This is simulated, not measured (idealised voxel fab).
This section sets out a process module, namely voxel lift off.
Section cut is 220 nm wide and gridded with 5 nm square cells.
Just so we're on the same page, the cross-sections are grids of square cells, and they're listed out in bands top to bottom, each band one or more rows deep.
Each band's line starts with the height of the band's top and of its bottom, in nm. Then come its materials from left to right, each with its width in nm. One material with "full width" fills the band from edge to edge. "blank" is empty space.
Below 0: as-received wafer, all one material; heights counted from there. Lowest band: no bottom, goes on down, written "0 nm and below".
Width spec "30->40" -> top row of cells at first value, bottom row at second value, equal per-row change in between.
For the purposes of this document, the phrase "no modifications" attached to a step denotes that no cell within the cross-section was modified by that step.
Any empty space of 8 cells or more lacking an open way to the top shows up in "Enclosed internal cavities" as width x height at distance, distance from the left edge, in nm.
Formally, on a step line, whatever follows the settings is a remark that the simulator itself makes on the step.
For masked steps, "overlay nm" on the step line gives how far right of plan the mask actually lay; a minus sign means it lay to the left.
List of planned process steps
step 1: RECEIVE, material Si
step 2: CONFORMAL_DEP, material SiO2, thk nm 15
step 3: PATTERN, tone open, mask id LINES, material resist, width nm 15, pitch nm 40, thk nm 25, overlay nm 0
step 4: DIRECTIONAL_DEP, material Ru, thk nm 10
step 5: STRIP, etch materials resist
step 6: CONFORMAL_DEP, material SiCN, thk nm 10
Wafer as received: cross-section following step 1
> 0 nm and below: Si full width
> Enclosed internal cavities: none
Cross-sectional image of the first of two wafers at the end of the module, the run having proceeded as planned
> 35 nm to 25 nm: blank (50) | SiCN (35) | blank (5) | SiCN (35) | blank (5) | SiCN (35) | blank (55)
> 25 nm to 15 nm: SiCN (60) | Ru (15) | SiCN (25) | Ru (15) | SiCN (25) | Ru (15) | SiCN (65)
> 15 nm to 0 nm: SiO2 full width
> 0 nm and below: Si full width
> Enclosed internal cavities: none
So this is wafer number two of the two, cut at the end of the module - it started where the first did and had the same plan, we just got one thing wrong running it
> 35 nm to 25 nm: blank (50) | Ru (35) | blank (5) | Ru (35) | blank (5) | Ru (35) | blank (55)
> 25 nm to 15 nm: Ru full width
> 15 nm to 0 nm: SiO2 full width
> 0 nm and below: Si full width
> Enclosed internal cavities: none
Error vs. plan: for step 6, the planned setting was not used; the step was instead run as CONFORMAL_DEP, material Ru, thk nm 10
End check, counted in cells, second wafer has more or fewer of these materials than the first: 112 more of Ru; 112 fewer of SiCN
